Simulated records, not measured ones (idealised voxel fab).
process module | voxel capacitor over wiring
cross-section cut | 270 nm wide | cells 5 nm
A cross-section is a grid of square cells, given in bands from the top down. A band is one or more rows of cells.
Each band's line starts with the height of the band's top and of its bottom, in nm. Then come its materials from left to right, each with its width in nm. One material with "throughout" fills the band from edge to edge. "air" is empty space.
Height 0 is the level under which the wafer as received is all one material. The lowest band goes on downwards, as in "0 down".
A width such as "30 to 40" changes by the same amount from each row of cells to the next, from the band's top row to its bottom row.
"no change" after a step means that no cell of the cross-section changed.
closed voids: empty space of 8 cells or more with no open way to the top, each as width x height at its distance from the left edge, in nm
after a step's settings: what the simulator itself notes on the step
overlay nm, on a step with a mask: how far to the right of its planned place the mask lay; to the left if negative
plan
1 op RECEIVE | material Si
2 op CONFORMAL_DEP | material SiO2 | thk nm 15
3 op CONFORMAL_DEP | material SiCN | thk nm 5
4 op DIRECTIONAL_DEP | material lowk | thk nm 15
5 op PATTERN | tone open | mask id METAL_1 | material resist | width nm 25 | pitch nm 95 | thk nm 15 | overlay nm 0
6 op DIRECTIONAL_ETCH | etch materials lowk | depth nm 15
7 op DIRECTIONAL_ETCH | etch materials SiCN | depth nm 5
8 op STRIP | etch materials resist
9 op CONFORMAL_DEP | material TiN | thk nm 5
10 op FILL_DEP | material W | thk nm 10
11 op CMP | height nm 35
12 op EPI | material Ru | thk nm 5
13 op FILL_DEP | material SiCN | thk nm 5
14 op DIRECTIONAL_DEP | material SiO2 | thk nm 15
15 op MASKED_ETCH | tone open | mask id PLUG_1 | width nm 15 | etch materials SiO2 | depth nm 15 | overlay nm 0
16 op MASKED_ETCH | tone open | mask id PLUG_1 | width nm 15 | etch materials SiCN | depth nm 5 | overlay nm 0
17 op EPI | material Ru | thk nm 10
18 op EPI | material Ru | thk nm 10
19 op DIRECTIONAL_DEP | material TiN | thk nm 5
20 op DIRECTIONAL_DEP | material SiN | thk nm 5
21 op DIRECTIONAL_DEP | material TiN | thk nm 10
22 op MASKED_ETCH | tone cover | mask id UPPER_PLATE | width nm 75 | etch materials TiN | depth nm 10 | overlay nm 0
23 op MASKED_ETCH | tone cover | mask id UPPER_PLATE | width nm 75 | etch materials SiN | depth nm 5 | overlay nm 0
24 op DIRECTIONAL_DEP | material aC | thk nm 10
25 op PATTERN | tone cover | mask id LOWER_PLATE | material resist | width nm 85 | thk nm 25 | overlay nm 0
26 op DIRECTIONAL_ETCH | etch materials aC | depth nm 10
27 op STRIP | etch materials resist
28 op DIRECTIONAL_ETCH | etch materials TiN | depth nm 5
29 op STRIP | etch materials aC
30 op FILL_DEP | material SiO2 | thk nm 20
31 op CMP | height nm 95
32 op PATTERN | tone open | mask id PLUG_2 | material resist | width nm 15 | thk nm 20 | overlay nm 0
33 op DIRECTIONAL_ETCH | etch materials SiO2 | depth nm 15
34 op STRIP | etch materials resist
35 op CONFORMAL_DEP | material TiN | thk nm 5
36 op FILL_DEP | material W | thk nm 10
37 op CMP | height nm 95
38 op CONFORMAL_DEP | material SiCN | thk nm 5
as received, after step 1
  0 down: Si throughout
  closed voids: none
a wafer at the end: this start, this plan, one mistake
  110 to 105: SiCN throughout
  105 to 100: W throughout
  100 to 95: TiN 100 | W 5 | TiN 165
  95 to 85: SiO2 95 | TiN 5 | W 5 | TiN 5 | SiO2 160
  85 to 80: SiO2 95 | TiN 15 | SiO2 160
  80 to 70: SiO2 85 | TiN 75 | SiO2 110
  70 to 65: SiO2 85 | SiN 75 | SiO2 110
  65 to 60: SiO2 80 | TiN 85 | SiO2 105
  60 to 45: SiO2 85 | Ru 15 | SiO2 170
  45 to 40: SiCN 85 | Ru 15 | SiCN 170
  40 to 35: SiCN 70 | Ru 35 | SiCN 60 | Ru 35 | SiCN 70
  35 to 20: lowk 75 | TiN 5 | W 15 | TiN 5 | lowk 70 | TiN 5 | W 15 | TiN 5 | lowk 75
  20 to 15: SiCN 75 | TiN 25 | SiCN 70 | TiN 25 | SiCN 75
  15 to 0: SiO2 throughout
  0 down: Si throughout
  closed voids: none
what went wrong: step 37 ran as: op CMP | height nm 105
